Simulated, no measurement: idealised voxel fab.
A process module follows: voxel capacitor over wiring.
The cross-section on display is named cut; it measures 155 nm wide, and its cells are 5 nm squares.
Think of the cross-section as a grid of square cells. We describe it in bands, top to bottom, and each band covers one or more rows of those cells.
The entry gives the band's vertical extent as a top height and a bottom height in nm, then its horizontal make-up as materials from left to right, each with a width in nm. "air" stands for empty space; a single material marked "all across" fills the band edge to edge.
Where do heights start? At 0: under that level the wafer as delivered is made of one material only. And the lowest band has no floor; it just carries on downward, as in "z 0 and below".
Graded width ("30->40"): value in top row of band = first number; value in bottom row = second number; row-to-row change constant.
Take "no alteration" at face value: in the step it is given for, the cross-section changed in none of its cells.
So "Closed void catalog" is basically the list of trapped voids: any empty space of 8 cells or more that can't reach the top through an opening. They're written width x height at distance, the distance being from the left edge, and it's all nm.
It should be noted that, on the line of a given step, the content following the step's settings is a remark produced by the simulator itself with respect to that step.
The optional step-line setting "overlay nm" applies to steps with a mask and quantifies how far to the right of its planned location the mask lay, a negative value indicating leftward placement.
Each pair of cross-sections that follows straddles one process step: the one shows the state before the step, the other the state after it, down to the lowest band that changed and no further. The step in question, and its settings, are given under the pair. Note that a pair is not necessarily a continuation of the pair above it, since pairs can come from different runs of this module on the same starting wafer; it is a continuation only where its entry headed "Before this step" says so.

### Before this step
  z 105 to 95 | W all across
  z 95 to 90 | TiN (45), then W (5), then TiN (105)
  z 90 to 80 | SiO2 (40), then TiN (5), then W (5), then TiN (5), then SiO2 (100)
  z 80 to 70 | SiO2 (40->30), then TiN (15->65), then SiO2 (100->60)
  z 70 to 65 | SiO2 (30), then SiN (65), then SiO2 (60)
  z 65 to 60 | SiO2 (25), then TiN (75), then SiO2 (55)
  z 60 to 40 | lowk (30), then Ru (15), then lowk (110)
  z 40 to 35 | SiCN (30), then Ru (15), then SiCN (110)
  z 35 to 30 | SiN (20), then TiN (25), then SiN (60), then TiN (25), then SiN (25)
  z 30 to 0 | SiO2 all across
  z 0 and below | Si all across
  Closed void catalog: none

### after
  z 90 to 80 | SiO2 (40), then TiN (5), then W (5), then TiN (5), then SiO2 (100)
  Below 80, no change.
  Closed void catalog: none
Name the step between the before and after sections above: CMP [height nm 90]

Before this step: The prior state of this step coincides with the post-step cross-section of the pair just above.

### after
  z 95 to 90 | SiN all across
  Below 90, no change.
  Closed void catalog: none
Name the step between the before and after sections above: CONFORMAL_DEP [material SiN] [thk nm 5]

### Before this step
  z 35 to 20 | SiO2 (15), then SiN (5), then Ru (25), then SiN (5), then SiO2 (50), then SiN (5), then Ru (25), then SiN (5), then SiO2 (20)
  z 20 to 15 | SiN (20), then TiN (25), then SiN (60), then TiN (25), then SiN (25)
  z 15 to 0 | SiO2 all across
  z 0 and below | Si all across
  Closed void catalog: none

### after
  z 55 to 35 | lowk all across
  Below 35, no change.
  Closed void catalog: none
Name the step between the before and after sections above: DIRECTIONAL_DEP [material lowk] [thk nm 20]

Before this step: The prior state of this step coincides with the post-step cross-section of the pair just above.

### after
  z 60 to 55 | SiCN all across
  Below 55, no change.
  Closed void catalog: none
Name the step between the before and after sections above: CONFORMAL_DEP [material SiCN] [thk nm 5]

Before this step: The prior state of this step coincides with the post-step cross-section of the pair just above.

### after
  z 60 to 55 | SiCN (30), then air (15), then SiCN (110)
  Below 55, no change.
  Closed void catalog: none
Name the step between the before and after sections above: MASKED_ETCH [tone open] [mask id PLUG_1] [width nm 15] [etch materials SiCN] [depth nm 5] [overlay nm 0]

Before this step: The prior state of this step coincides with the post-step cross-section of the pair just above.

### after
  z 65 to 60 | TiN (30), then air (15), then TiN (110)
  z 60 to 55 | SiCN (30), then TiN (15), then SiCN (110)
  Below 55, no change.
  Closed void catalog: none
Name the step between the before and after sections above: DIRECTIONAL_DEP [material TiN] [thk nm 5]

Before this step: The prior state of this step coincides with the post-step cross-section of the pair just above.

### after
  z 70 to 65 | SiN (30), then air (15), then SiN (110)
  z 65 to 60 | TiN (30), then SiN (15), then TiN (110)
  Below 60, no change.
  Closed void catalog: none
Name the step between the before and after sections above: DIRECTIONAL_DEP [material SiN] [thk nm 5]

Before this step: The prior state of this step coincides with the post-step cross-section of the pair just above.

### after
  z 75 to 70 | TiN (30), then air (15), then TiN (110)
  z 70 to 65 | SiN (30), then TiN (15), then SiN (110)
  Below 65, no change.
  Closed void catalog: none
Name the step between the before and after sections above: DIRECTIONAL_DEP [material TiN] [thk nm 5]

Before this step: The prior state of this step coincides with the post-step cross-section of the pair just above.

### after
  z 75 to 70 | air (45), then TiN (50), then air (60)
  Below 70, no change.
  Closed void catalog: none
Name the step between the before and after sections above: MASKED_ETCH [tone cover] [mask id UPPER_PLATE] [width nm 65] [etch materials TiN] [depth nm 5] [overlay nm 0]

Before this step: The prior state of this step coincides with the post-step cross-section of the pair just above.

### after
  z 75 to 70 | air (45), then TiN (50), then air (60)
  z 70 to 65 | air (30), then TiN (15), then SiN (50), then air (60)
  Below 65, no change.
  Closed void catalog: none
Name the step between the before and after sections above: MASKED_ETCH [tone cover] [mask id UPPER_PLATE] [width nm 65] [etch materials SiN] [depth nm 5] [overlay nm 0]

Before this step: The prior state of this step coincides with the post-step cross-section of the pair just above.

### after
  z 95 to 75 | air (25), then resist (75), then air (55)
  z 75 to 70 | air (25), then resist (20), then TiN (50), then resist (5), then air (55)
  z 70 to 65 | air (25), then resist (5), then TiN (15), then SiN (50), then resist (5), then air (55)
  Below 65, no change.
  Closed void catalog: none
Name the step between the before and after sections above: PATTERN [tone cover] [mask id LOWER_PLATE] [material resist] [width nm 75] [thk nm 20] [overlay nm 0]

Before this step: The prior state of this step coincides with the post-step cross-section of the pair just above.

### after
  z 95 to 75 | air (25), then resist (75), then air (55)
  z 75 to 70 | air (25), then resist (20), then TiN (50), then resist (5), then air (55)
  z 70 to 65 | air (25), then resist (5), then TiN (15), then SiN (50), then resist (5), then air (55)
  z 65 to 60 | air (25), then TiN (5), then SiN (15), then TiN (55), then air (55)
  Below 60, no change.
  Closed void catalog: none
Name the step between the before and after sections above: DIRECTIONAL_ETCH [etch materials TiN] [depth nm 5]

Before this step: The prior state of this step coincides with the post-step cross-section of the pair just above.

### after
  z 75 to 70 | air (45), then TiN (50), then air (60)
  z 70 to 65 | air (30), then TiN (15), then SiN (50), then air (60)
  Below 65, no change.
  Closed void catalog: none
Name the step between the before and after sections above: STRIP [etch materials resist]

Before this step: The prior state of this step coincides with the post-step cross-section of the pair just above.

### after
  z 95 to 75 | SiO2 all across
  z 75 to 70 | SiO2 (45), then TiN (50), then SiO2 (60)
  z 70 to 65 | SiO2 (30), then TiN (15), then SiN (50), then SiO2 (60)
  z 65 to 60 | SiO2 (25), then TiN (5), then SiN (15), then TiN (55), then SiO2 (55)
  Below 60, no change.
  Closed void catalog: none
Name the step between the before and after sections above: FILL_DEP [material SiO2] [thk nm 20]

Before this step: The prior state of this step coincides with the post-step cross-section of the pair just above.

### after
  z 90 to 75 | SiO2 all across
  Below 75, no change.
  Closed void catalog: none
Name the step between the before and after sections above: CMP [height nm 90]

Before this step: The prior state of this step coincides with the post-step cross-section of the pair just above.

### after
  z 110 to 90 | resist (40), then air (15), then resist (100)
  Below 90, no change.
  Closed void catalog: none
Name the step between the before and after sections above: PATTERN [tone open] [mask id PLUG_2] [material resist] [width nm 15] [thk nm 20] [overlay nm 0]

Before this step: The prior state of this step coincides with the post-step cross-section of the pair just above.

### after
  z 110 to 90 | resist (40), then air (15), then resist (100)
  z 90 to 75 | SiO2 (40), then air (15), then SiO2 (100)
  Below 75, no change.
  Closed void catalog: none
Name the step between the before and after sections above: DIRECTIONAL_ETCH [etch materials SiO2] [depth nm 15]

Before this step: The prior state of this step coincides with the post-step cross-section of the pair just above.

### after
  z 90 to 75 | SiO2 (40), then air (15), then SiO2 (100)
  Below 75, no change.
  Closed void catalog: none
Name the step between the before and after sections above: STRIP [etch materials resist]

Before this step: The prior state of this step coincides with the post-step cross-section of the pair just above.

### after
  z 95 to 90 | TiN (45), then air (5), then TiN (105)
  z 90 to 80 | SiO2 (40), then TiN (5), then air (5), then TiN (5), then SiO2 (100)
  z 80 to 70 | SiO2 (40->45), then TiN (15->50), then SiO2 (100->60)
  Below 70, no change.
  Closed void catalog: none
Name the step between the before and after sections above: CONFORMAL_DEP [material TiN] [thk nm 5]

Before this step: The prior state of this step coincides with the post-step cross-section of the pair just above.

### after
  z 105 to 95 | W all across
  z 95 to 90 | TiN (45), then W (5), then TiN (105)
  z 90 to 80 | SiO2 (40), then TiN (5), then W (5), then TiN (5), then SiO2 (100)
  Below 80, no change.
  Closed void catalog: none
Name the step between the before and after sections above: FILL_DEP [material W] [thk nm 10]

Before this step: The prior state of this step coincides with the post-step cross-section of the pair just above.

### after
  z 90 to 80 | SiO2 (40), then TiN (5), then W (5), then TiN (5), then SiO2 (100)
  Below 80, no change.
  Closed void catalog: none
Name the step between the before and after sections above: CMP [height nm 90]

Before this step: The prior state of this step coincides with the post-step cross-section of the pair just above.

### after
  z 95 to 90 | SiN all across
  Below 90, no change.
  Closed void catalog: none
Name the step between the before and after sections above: CONFORMAL_DEP [material SiN] [thk nm 5]

### Before this step
  z 40 to 35 | SiCN all across
  z 35 to 20 | SiO2 (15), then SiN (5), then Ru (25), then SiN (5), then SiO2 (50), then SiN (5), then Ru (25), then SiN (5), then SiO2 (20)
  z 20 to 15 | SiN (20), then TiN (25), then SiN (60), then TiN (25), then SiN (25)
  z 15 to 0 | SiO2 all across
  z 0 and below | Si all across
  Closed void catalog: none

### after
  z 55 to 40 | lowk all across
  Below 40, no change.
  Closed void catalog: none
Name the step between the before and after sections above: DIRECTIONAL_DEP [material lowk] [thk nm 15]

Before this step: The prior state of this step coincides with the post-step cross-section of the pair just above.

### after
  z 55 to 40 | lowk (30), then air (15), then lowk (110)
  Below 40, no change.
  Closed void catalog: none
Name the step between the before and after sections above: MASKED_ETCH [tone open] [mask id PLUG_1] [width nm 15] [etch materials lowk] [depth nm 20] [overlay nm 0]

Before this step: The prior state of this step coincides with the post-step cross-section of the pair just above.

### after
  z 55 to 40 | lowk (30), then air (15), then lowk (110)
  z 40 to 35 | SiCN (30), then air (15), then SiCN (110)
  Below 35, no change.
  Closed void catalog: none
Name the step between the before and after sections above: MASKED_ETCH [tone open] [mask id PLUG_1] [width nm 15] [etch materials SiCN] [depth nm 5] [overlay nm 0]

Before this step: The prior state of this step coincides with the post-step cross-section of the pair just above.

### after
  z 55 to 45 | lowk (30), then air (15), then lowk (110)
  z 45 to 40 | lowk (30), then Ru (15), then lowk (110)
  z 40 to 35 | SiCN (30), then Ru (15), then SiCN (110)
  Below 35, no change.
  Closed void catalog: none
Name the step between the before and after sections above: EPI [material Ru] [thk nm 10]

Before this step: The prior state of this step coincides with the post-step cross-section of the pair just above.

### after
  z 55 to 40 | lowk (30), then Ru (15), then lowk (110)
  Below 40, no change.
  Closed void catalog: none
Name the step between the before and after sections above: EPI [material Ru] [thk nm 10]

Before this step: The prior state of this step coincides with the post-step cross-section of the pair just above.

### after
  z 60 to 55 | air (25), then Ru (25), then air (105)
  Below 55, no change.
  Closed void catalog: none
Name the step between the before and after sections above: EPI [material Ru] [thk nm 5]

Before this step: The prior state of this step coincides with the post-step cross-section of the pair just above.

### after
  z 65 to 60 | air (25), then TiN (25), then air (105)
  z 60 to 55 | TiN (25), then Ru (25), then TiN (105)
  Below 55, no change.
  Closed void catalog: none
Name the step between the before and after sections above: DIRECTIONAL_DEP [material TiN] [thk nm 5]

Before this step: The prior state of this step coincides with the post-step cross-section of the pair just above.

### after
  z 70 to 65 | air (25), then SiN (25), then air (105)
  z 65 to 60 | SiN (25), then TiN (25), then SiN (105)
  Below 60, no change.
  Closed void catalog: none
Name the step between the before and after sections above: DIRECTIONAL_DEP [material SiN] [thk nm 5]

Before this step: The prior state of this step coincides with the post-step cross-section of the pair just above.

### after
  z 75 to 70 | air (25), then TiN (25), then air (105)
  z 70 to 65 | TiN (25), then SiN (25), then TiN (105)
  Below 65, no change.
  Closed void catalog: none
Name the step between the before and after sections above: DIRECTIONAL_DEP [material TiN] [thk nm 5]

Before this step: The prior state of this step coincides with the post-step cross-section of the pair just above.

### after
  z 75 to 70 | air (30), then TiN (20), then air (105)
  z 70 to 65 | air (25), then SiN (25), then TiN (45), then air (60)
  Below 65, no change.
  Closed void catalog: none
Name the step between the before and after sections above: MASKED_ETCH [tone cover] [mask id UPPER_PLATE] [width nm 65] [etch materials TiN] [depth nm 5] [overlay nm 0]

Before this step: The prior state of this step coincides with the post-step cross-section of the pair just above.

### after
  z 75 to 70 | air (30), then TiN (20), then air (105)
  z 70 to 65 | air (30), then SiN (20), then TiN (45), then air (60)
  z 65 to 60 | air (25), then TiN (25), then SiN (45), then air (60)
  Below 60, no change.
  Closed void catalog: none
Name the step between the before and after sections above: MASKED_ETCH [tone cover] [mask id UPPER_PLATE] [width nm 65] [etch materials SiN] [depth nm 5] [overlay nm 0]

Before this step: The prior state of this step coincides with the post-step cross-section of the pair just above.

### after
  z 95 to 75 | air (25), then resist (75), then air (55)
  z 75 to 70 | air (25), then resist (5), then TiN (20), then resist (50), then air (55)
  z 70 to 65 | air (25), then resist (5), then SiN (20), then TiN (45), then resist (5), then air (55)
  z 65 to 60 | air (25), then TiN (25), then SiN (45), then resist (5), then air (55)
  Below 60, no change.
  Closed void catalog: none
Name the step between the before and after sections above: PATTERN [tone cover] [mask id LOWER_PLATE] [material resist] [width nm 75] [thk nm 20] [overlay nm 0]

Before this step: The prior state of this step coincides with the post-step cross-section of the pair just above.

### after
  z 95 to 75 | air (25), then resist (75), then air (55)
  z 75 to 70 | air (25), then resist (5), then TiN (20), then resist (50), then air (55)
  z 70 to 65 | air (25), then resist (5), then SiN (20), then TiN (45), then resist (5), then air (55)
  z 65 to 60 | air (25), then TiN (25), then SiN (45), then resist (5), then air (55)
  z 60 to 55 | air (25), then Ru (25), then TiN (50), then air (55)
  Below 55, no change.
  Closed void catalog: none
Name the step between the before and after sections above: DIRECTIONAL_ETCH [etch materials TiN] [depth nm 5]

Before this step: The prior state of this step coincides with the post-step cross-section of the pair just above.

### after
  z 75 to 70 | air (30), then TiN (20), then air (105)
  z 70 to 65 | air (30), then SiN (20), then TiN (45), then air (60)
  z 65 to 60 | air (25), then TiN (25), then SiN (45), then air (60)
  Below 60, no change.
  Closed void catalog: none
Name the step between the before and after sections above: STRIP [etch materials resist]

Before this step: The prior state of this step coincides with the post-step cross-section of the pair just above.

### after
  z 95 to 75 | SiO2 all across
  z 75 to 70 | SiO2 (30), then TiN (20), then SiO2 (105)
  z 70 to 65 | SiO2 (30), then SiN (20), then TiN (45), then SiO2 (60)
  z 65 to 60 | SiO2 (25), then TiN (25), then SiN (45), then SiO2 (60)
  z 60 to 55 | SiO2 (25), then Ru (25), then TiN (50), then SiO2 (55)
  Below 55, no change.
  Closed void catalog: none
Name the step between the before and after sections above: FILL_DEP [material SiO2] [thk nm 20]

Before this step: The prior state of this step coincides with the post-step cross-section of the pair just above.

### after
  z 90 to 75 | SiO2 all across
  Below 75, no change.
  Closed void catalog: none
Name the step between the before and after sections above: CMP [height nm 90]

Before this step: The prior state of this step coincides with the post-step cross-section of the pair just above.

### after
  z 110 to 90 | resist (40), then air (15), then resist (100)
  Below 90, no change.
  Closed void catalog: none
Name the step between the before and after sections above: PATTERN [tone open] [mask id PLUG_2] [material resist] [width nm 15] [thk nm 20] [overlay nm 0]

Before this step: The prior state of this step coincides with the post-step cross-section of the pair just above.

### after
  z 110 to 90 | resist (40), then air (15), then resist (100)
  z 90 to 75 | SiO2 (40), then air (15), then SiO2 (100)
  Below 75, no change.
  Closed void catalog: none
Name the step between the before and after sections above: DIRECTIONAL_ETCH [etch materials SiO2] [depth nm 15]

Before this step: The prior state of this step coincides with the post-step cross-section of the pair just above.

### after
  z 90 to 75 | SiO2 (40), then air (15), then SiO2 (100)
  Below 75, no change.
  Closed void catalog: none
Name the step between the before and after sections above: STRIP [etch materials resist]

Before this step: The prior state of this step coincides with the post-step cross-section of the pair just above.

### after
  z 95 to 90 | TiN (45), then air (5), then TiN (105)
  z 90 to 80 | SiO2 (40), then TiN (5), then air (5), then TiN (5), then SiO2 (100)
  z 80 to 70 | SiO2 (40->30), then TiN (15->20), then SiO2 (100->105)
  Below 70, no change.
  Closed void catalog: none
Name the step between the before and after sections above: CONFORMAL_DEP [material TiN] [thk nm 5]

Before this step: The prior state of this step coincides with the post-step cross-section of the pair just above.

### after
  z 105 to 95 | W all across
  z 95 to 90 | TiN (45), then W (5), then TiN (105)
  z 90 to 80 | SiO2 (40), then TiN (5), then W (5), then TiN (5), then SiO2 (100)
  Below 80, no change.
  Closed void catalog: none
Name the step between the before and after sections above: FILL_DEP [material W] [thk nm 10]

Before this step: The prior state of this step coincides with the post-step cross-section of the pair just above.

### after
  z 90 to 80 | SiO2 (40), then TiN (5), then W (5), then TiN (5), then SiO2 (100)
  Below 80, no change.
  Closed void catalog: none
Name the step between the before and after sections above: CMP [height nm 90]

Before this step: The prior state of this step coincides with the post-step cross-section of the pair just above.

### after
  z 95 to 90 | SiN all across
  Below 90, no change.
  Closed void catalog: none
Name the step between the before and after sections above: CONFORMAL_DEP [material SiN] [thk nm 5]

### Before this step
  z 35 to 20 | air (20), then Ru (25), then air (60), then Ru (25), then air (25)
  z 20 to 15 | TiN all across
  z 15 to 0 | SiO2 all across
  z 0 and below | Si all across
  Closed void catalog: none

### after
  z 35 to 20 | air (20), then Ru (25), then air (60), then Ru (25), then air (25)
  z 20 to 15 | air (15), then TiN (35), then air (50), then TiN (35), then air (20)
  Below 15, no change.
  Closed void catalog: none
Name the step between the before and after sections above: MASKED_ETCH [tone cover] [mask id METAL_1] [width nm 35] [pitch nm 85] [etch materials TiN] [depth nm 5] [overlay nm 0]

Before this step: The prior state of this step coincides with the post-step cross-section of the pair just above.

### after
  z 40 to 35 | air (15), then SiN (35), then air (50), then SiN (35), then air (20)
  z 35 to 25 | air (15), then SiN (5), then Ru (25), then SiN (5), then air (50), then SiN (5), then Ru (25), then SiN (5), then air (20)
  z 25 to 20 | air (10), then SiN (10), then Ru (25), then SiN (10), then air (40), then SiN (10), then Ru (25), then SiN (10), then air (15)
  z 20 to 15 | SiN (15), then TiN (35), then SiN (50), then TiN (35), then SiN (20)
  Below 15, no change.
  Closed void catalog: none
Name the step between the before and after sections above: CONFORMAL_DEP [material SiN] [thk nm 5]

Before this step: The prior state of this step coincides with the post-step cross-section of the pair just above.

### after
  z 45 to 40 | SiO2 all across
  z 40 to 35 | SiO2 (15), then SiN (35), then SiO2 (50), then SiN (35), then SiO2 (20)
  z 35 to 25 | SiO2 (15), then SiN (5), then Ru (25), then SiN (5), then SiO2 (50), then SiN (5), then Ru (25), then SiN (5), then SiO2 (20)
  z 25 to 20 | SiO2 (10), then SiN (10), then Ru (25), then SiN (10), then SiO2 (40), then SiN (10), then Ru (25), then SiN (10), then SiO2 (15)
  Below 20, no change.
  Closed void catalog: none
Name the step between the before and after sections above: FILL_DEP [material SiO2] [thk nm 5]

Before this step: The prior state of this step coincides with the post-step cross-section of the pair just above.

### after
  z 35 to 25 | SiO2 (15), then SiN (5), then Ru (25), then SiN (5), then SiO2 (50), then SiN (5), then Ru (25), then SiN (5), then SiO2 (20)
  Below 25, no change.
  Closed void catalog: none
Name the step between the before and after sections above: CMP [height nm 35]

Before this step: The prior state of this step coincides with the post-step cross-section of the pair just above.

### after
  z 40 to 35 | SiCN all across
  Below 35, no change.
  Closed void catalog: none
Name the step between the before and after sections above: CONFORMAL_DEP [material SiCN] [thk nm 5]

Before this step: The prior state of this step coincides with the post-step cross-section of the pair just above.

### after
  z 60 to 40 | lowk all across
  Below 40, no change.
  Closed void catalog: none
Name the step between the before and after sections above: DIRECTIONAL_DEP [material lowk] [thk nm 20]

Before this step: The prior state of this step coincides with the post-step cross-section of the pair just above.

### after
  z 60 to 40 | lowk (30), then air (15), then lowk (110)
  Below 40, no change.
  Closed void catalog: none
Name the step between the before and after sections above: MASKED_ETCH [tone open] [mask id PLUG_1] [width nm 15] [etch materials lowk] [depth nm 20] [overlay nm 0]

Before this step: The prior state of this step coincides with the post-step cross-section of the pair just above.

### after
  z 60 to 40 | lowk (30), then air (15), then lowk (110)
  z 40 to 35 | SiCN (30), then air (15), then SiCN (110)
  Below 35, no change.
  Closed void catalog: none
Name the step between the before and after sections above: MASKED_ETCH [tone open] [mask id PLUG_1] [width nm 15] [etch materials SiCN] [depth nm 5] [overlay nm 0]

Before this step: The prior state of this step coincides with the post-step cross-section of the pair just above.

### after
  z 60 to 45 | lowk (30), then air (15), then lowk (110)
  z 45 to 40 | lowk (30), then Ru (15), then lowk (110)
  z 40 to 35 | SiCN (30), then Ru (15), then SiCN (110)
  Below 35, no change.
  Closed void catalog: none
Name the step between the before and after sections above: EPI [material Ru] [thk nm 10]

Before this step: The prior state of this step coincides with the post-step cross-section of the pair just above.

### after
  z 60 to 55 | lowk (30), then air (15), then lowk (110)
  z 55 to 40 | lowk (30), then Ru (15), then lowk (110)
  Below 40, no change.
  Closed void catalog: none
Name the step between the before and after sections above: EPI [material Ru] [thk nm 10]

Before this step: The prior state of this step coincides with the post-step cross-section of the pair just above.

### after
  z 60 to 40 | lowk (30), then Ru (15), then lowk (110)
  Below 40, no change.
  Closed void catalog: none
Name the step between the before and after sections above: EPI [material Ru] [thk nm 5]

Before this step: The prior state of this step coincides with the post-step cross-section of the pair just above.

### after
  z 65 to 60 | TiN all across
  Below 60, no change.
  Closed void catalog: none
Name the step between the before and after sections above: DIRECTIONAL_DEP [material TiN] [thk nm 5]

Before this step: The prior state of this step coincides with the post-step cross-section of the pair just above.

### after
  z 70 to 65 | SiN all across
  Below 65, no change.
  Closed void catalog: none
Name the step between the before and after sections above: DIRECTIONAL_DEP [material SiN] [thk nm 5]

Before this step: The prior state of this step coincides with the post-step cross-section of the pair just above.

### after
  z 75 to 70 | TiN all across
  Below 70, no change.
  Closed void catalog: none
Name the step between the before and after sections above: DIRECTIONAL_DEP [material TiN] [thk nm 5]

Before this step: The prior state of this step coincides with the post-step cross-section of the pair just above.

### after
  z 75 to 70 | air (30), then TiN (65), then air (60)
  Below 70, no change.
  Closed void catalog: none
Name the step between the before and after sections above: MASKED_ETCH [tone cover] [mask id UPPER_PLATE] [width nm 65] [etch materials TiN] [depth nm 5] [overlay nm 0]

Before this step: The prior state of this step coincides with the post-step cross-section of the pair just above.

### after
  z 75 to 70 | air (30), then TiN (65), then air (60)
  z 70 to 65 | air (30), then SiN (65), then air (60)
  Below 65, no change.
  Closed void catalog: none
Name the step between the before and after sections above: MASKED_ETCH [tone cover] [mask id UPPER_PLATE] [width nm 65] [etch materials SiN] [depth nm 5] [overlay nm 0]

Before this step: The prior state of this step coincides with the post-step cross-section of the pair just above.

### after
  z 95 to 75 | air (25), then resist (75), then air (55)
  z 75 to 70 | air (25), then resist (5), then TiN (65), then resist (5), then air (55)
  z 70 to 65 | air (25), then resist (5), then SiN (65), then resist (5), then air (55)
  Below 65, no change.
  Closed void catalog: none
Name the step between the before and after sections above: PATTERN [tone cover] [mask id LOWER_PLATE] [material resist] [width nm 75] [thk nm 20] [overlay nm 0]

Before this step: The prior state of this step coincides with the post-step cross-section of the pair just above.

### after
  z 95 to 75 | air (25), then resist (75), then air (55)
  z 75 to 70 | air (25), then resist (5), then TiN (65), then resist (5), then air (55)
  z 70 to 65 | air (25), then resist (5), then SiN (65), then resist (5), then air (55)
  z 65 to 60 | air (25), then TiN (75), then air (55)
  Below 60, no change.
  Closed void catalog: none
Name the step between the before and after sections above: DIRECTIONAL_ETCH [etch materials TiN] [depth nm 5]

Before this step: The prior state of this step coincides with the post-step cross-section of the pair just above.

### after
  z 75 to 70 | air (30), then TiN (65), then air (60)
  z 70 to 65 | air (30), then SiN (65), then air (60)
  Below 65, no change.
  Closed void catalog: none
Name the step between the before and after sections above: STRIP [etch materials resist]

Before this step: The prior state of this step coincides with the post-step cross-section of the pair just above.

### after
  z 95 to 75 | SiO2 all across
  z 75 to 70 | SiO2 (30), then TiN (65), then SiO2 (60)
  z 70 to 65 | SiO2 (30), then SiN (65), then SiO2 (60)
  z 65 to 60 | SiO2 (25), then TiN (75), then SiO2 (55)
  Below 60, no change.
  Closed void catalog: none
Name the step between the before and after sections above: FILL_DEP [material SiO2] [thk nm 20]

Before this step: The prior state of this step coincides with the post-step cross-section of the pair just above.

### after
  z 90 to 75 | SiO2 all across
  Below 75, no change.
  Closed void catalog: none
Name the step between the before and after sections above: CMP [height nm 90]

Before this step: The prior state of this step coincides with the post-step cross-section of the pair just above.

### after
  z 110 to 90 | resist (40), then air (15), then resist (100)
  Below 90, no change.
  Closed void catalog: none
Name the step between the before and after sections above: PATTERN [tone open] [mask id PLUG_2] [material resist] [width nm 15] [thk nm 20] [overlay nm 0]

Before this step: The prior state of this step coincides with the post-step cross-section of the pair just above.

### after
  z 110 to 90 | resist (40), then air (15), then resist (100)
  z 90 to 75 | SiO2 (40), then air (15), then SiO2 (100)
  Below 75, no change.
  Closed void catalog: none
Name the step between the before and after sections above: DIRECTIONAL_ETCH [etch materials SiO2] [depth nm 15]

Before this step: The prior state of this step coincides with the post-step cross-section of the pair just above.

### after
  z 90 to 75 | SiO2 (40), then air (15), then SiO2 (100)
  Below 75, no change.
  Closed void catalog: none
Name the step between the before and after sections above: STRIP [etch materials resist]

Before this step: The prior state of this step coincides with the post-step cross-section of the pair just above.

### after
  z 95 to 90 | TiN (45), then air (5), then TiN (105)
  z 90 to 80 | SiO2 (40), then TiN (5), then air (5), then TiN (5), then SiO2 (100)
  z 80 to 70 | SiO2 (40->30), then TiN (15->65), then SiO2 (100->60)
  Below 70, no change.
  Closed void catalog: none
Name the step between the before and after sections above: CONFORMAL_DEP [material TiN] [thk nm 5]

Before this step: The prior state of this step coincides with the post-step cross-section of the pair just above.

### after
  z 105 to 95 | W all across
  z 95 to 90 | TiN (45), then W (5), then TiN (105)
  z 90 to 80 | SiO2 (40), then TiN (5), then W (5), then TiN (5), then SiO2 (100)
  Below 80, no change.
  Closed void catalog: none
Name the step between the before and after sections above: FILL_DEP [material W] [thk nm 10]

Before this step: The prior state of this step coincides with the post-step cross-section of the pair just above.

### after
  z 90 to 80 | SiO2 (40), then TiN (5), then W (5), then TiN (5), then SiO2 (100)
  Below 80, no change.
  Closed void catalog: none
Name the step between the before and after sections above: CMP [height nm 90]

Before this step: The prior state of this step coincides with the post-step cross-section of the pair just above.

### after
  z 95 to 90 | SiN all across
  Below 90, no change.
  Closed void catalog: none
Name the step between the before and after sections above: CONFORMAL_DEP [material SiN] [thk nm 5]

### Before this step
  z 75 to 70 | air (30), then TiN (65), then air (60)
  z 70 to 65 | air (30), then SiN (65), then air (60)
  z 65 to 60 | TiN all across
  z 60 to 40 | lowk (30), then Ru (15), then lowk (110)
  z 40 to 35 | SiCN (30), then Ru (15), then SiCN (110)
  z 35 to 20 | SiO2 (15), then SiN (5), then Ru (25), then SiN (5), then SiO2 (50), then SiN (5), then Ru (25), then SiN (5), then SiO2 (20)
  z 20 to 15 | SiN (20), then TiN (25), then SiN (60), then TiN (25), then SiN (25)
  z 15 to 0 | SiO2 all across
  z 0 and below | Si all across
  Closed void catalog: none

### after
  z 95 to 75 | air (35), then resist (75), then air (45)
  z 75 to 70 | air (30), then TiN (65), then resist (15), then air (45)
  z 70 to 65 | air (30), then SiN (65), then resist (15), then air (45)
  Below 65, no change.
  Closed void catalog: none
Name the step between the before and after sections above: PATTERN [tone cover] [mask id LOWER_PLATE] [material resist] [width nm 75] [thk nm 20] [overlay nm 10]

Before this step: The prior state of this step coincides with the post-step cross-section of the pair just above.

### after
  z 95 to 75 | air (35), then resist (75), then air (45)
  z 75 to 70 | air (35), then TiN (60), then resist (15), then air (45)
  z 70 to 65 | air (30), then SiN (65), then resist (15), then air (45)
  z 65 to 60 | air (30), then TiN (80), then air (45)
  Below 60, no change.
  Closed void catalog: none
Name the step between the before and after sections above: DIRECTIONAL_ETCH [etch materials TiN] [depth nm 5]

Before this step: The prior state of this step coincides with the post-step cross-section of the pair just above.

### after
  z 75 to 70 | air (35), then TiN (60), then air (60)
  z 70 to 65 | air (30), then SiN (65), then air (60)
  Below 65, no change.
  Closed void catalog: none
Name the step between the before and after sections above: STRIP [etch materials resist]

Before this step: The prior state of this step coincides with the post-step cross-section of the pair just above.

### after
  z 95 to 75 | SiO2 all across
  z 75 to 70 | SiO2 (35), then TiN (60), then SiO2 (60)
  z 70 to 65 | SiO2 (30), then SiN (65), then SiO2 (60)
  z 65 to 60 | SiO2 (30), then TiN (80), then SiO2 (45)
  Below 60, no change.
  Closed void catalog: none
Name the step between the before and after sections above: FILL_DEP [material SiO2] [thk nm 20]

Before this step: The prior state of this step coincides with the post-step cross-section of the pair just above.

### after
  z 90 to 75 | SiO2 all across
  Below 75, no change.
  Closed void catalog: none
Name the step between the before and after sections above: CMP [height nm 90]

Before this step: The prior state of this step coincides with the post-step cross-section of the pair just above.

### after
  z 110 to 90 | resist (40), then air (15), then resist (100)
  Below 90, no change.
  Closed void catalog: none
Name the step between the before and after sections above: PATTERN [tone open] [mask id PLUG_2] [material resist] [width nm 15] [thk nm 20] [overlay nm 0]

Before this step: The prior state of this step coincides with the post-step cross-section of the pair just above.

### after
  z 110 to 90 | resist (40), then air (15), then resist (100)
  z 90 to 75 | SiO2 (40), then air (15), then SiO2 (100)
  Below 75, no change.
  Closed void catalog: none
Name the step between the before and after sections above: DIRECTIONAL_ETCH [etch materials SiO2] [depth nm 15]

Before this step: The prior state of this step coincides with the post-step cross-section of the pair just above.

### after
  z 90 to 75 | SiO2 (40), then air (15), then SiO2 (100)
  Below 75, no change.
  Closed void catalog: none
Name the step between the before and after sections above: STRIP [etch materials resist]

Before this step: The prior state of this step coincides with the post-step cross-section of the pair just above.

### after
  z 95 to 90 | TiN (45), then air (5), then TiN (105)
  z 90 to 80 | SiO2 (40), then TiN (5), then air (5), then TiN (5), then SiO2 (100)
  z 80 to 70 | SiO2 (40->35), then TiN (15->60), then SiO2 (100->60)
  Below 70, no change.
  Closed void catalog: none
Name the step between the before and after sections above: CONFORMAL_DEP [material TiN] [thk nm 5]
